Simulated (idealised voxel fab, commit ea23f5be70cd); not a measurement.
Proc. module: voxel fin reveal
The cross-section shown here is cut; it is 155 nm wide and divided into square cells measuring 5 nm on a side.
In what follows, cross-sections appear as grids of square cells, described through bands that run from the top down, where every band is one or more rows of cells.
A band entry consists of two parts. The first gives the height of the band's top and the height of its bottom, in nm. The rest lists the band's materials from left to right, each with its width in nm. A single material labelled with the word "edge to edge" fills the band from edge to edge, and the word "empty" marks empty space.
Note: height 0 marks the level under which the wafer is uniformly one material as received. Lowest band unbounded below, written "top 0, no bottom".
Width: "30->40" (first number = top row, second number = bottom row, same change from row to row of cells).
Step marked "remained the same"? Then no cell in the cross-section changed in it.
Listed in "Trapped void list": every empty space of 8 or more cells without an open way to the top. Form: width x height at distance, the distance being from the left edge, all in nm.
That trailing text on a step's line, after the settings, is the simulator's own remark on the step.
Steps that use a mask can have "overlay nm" on their line. It says how far the mask sat to the right of where it was meant to be. Negative means to the left.
### The steps planned for the process are as follows
1,RECEIVE [material Si]
2,CONFORMAL_DEP [material SiN] [thk nm 10]
3,MASKED_ETCH [tone cover] [mask id FINS] [width nm 15] [pitch nm 35] [etch materials SiN] [depth nm 10] [overlay nm 0]
4,MASKED_ETCH [tone cover] [mask id FINS] [width nm 15] [pitch nm 35] [etch materials Si] [depth nm 30] [overlay nm 0]
5,OXIDIZE [depth nm 5]
6,FILL_DEP [material SiO2] [thk nm 15]
7,CMP [height nm 10]
8,SELECTIVE_ETCH [etch materials SiO2] [depth nm 25]
9,STRIP [etch materials SiN]
### Cross-section of the wafer upon arrival, representing the state reached after step 1
* top 0, no bottom = Si edge to edge
* Trapped void list: none
### Cross-sectional view of the first of the two wafers upon completion of the module, processed in accordance with the plan
* top 0, bottom -15 = empty=40 | Si=5 | empty=30 | Si=5 | empty=30 | Si=5 | empty=40
* top -15, bottom -35 = SiO2=40 | Si=5 | SiO2=30 | Si=5 | SiO2=30 | Si=5 | SiO2=40
* top -35, no bottom = Si edge to edge
* Trapped void list: none
### Wafer two, end of module, cross-section. Same start, same plan as wafer one. One mistake in the run
* top 0, bottom -5 = empty=40 | Si=5 | empty=30 | Si=5 | empty=30 | Si=5 | empty=40
* top -5, bottom -15 = empty=40 | Si=15 | empty=20 | Si=15 | empty=20 | Si=15 | empty=30
* top -15, bottom -35 = SiO2=40 | Si=15 | SiO2=20 | Si=15 | SiO2=20 | Si=15 | SiO2=30
* top -35, no bottom = Si edge to edge
* Trapped void list: none
Short version of what went wrong: step 4 ran differently from the plan; actual operation with settings: MASKED_ETCH [tone cover] [mask id FINS] [width nm 15] [pitch nm 35] [etch materials Si] [depth nm 30] [overlay nm 10]
Per the end-of-run cell counts, the second wafer holds more or fewer of some materials than the first: Si +36; SiO2 -24
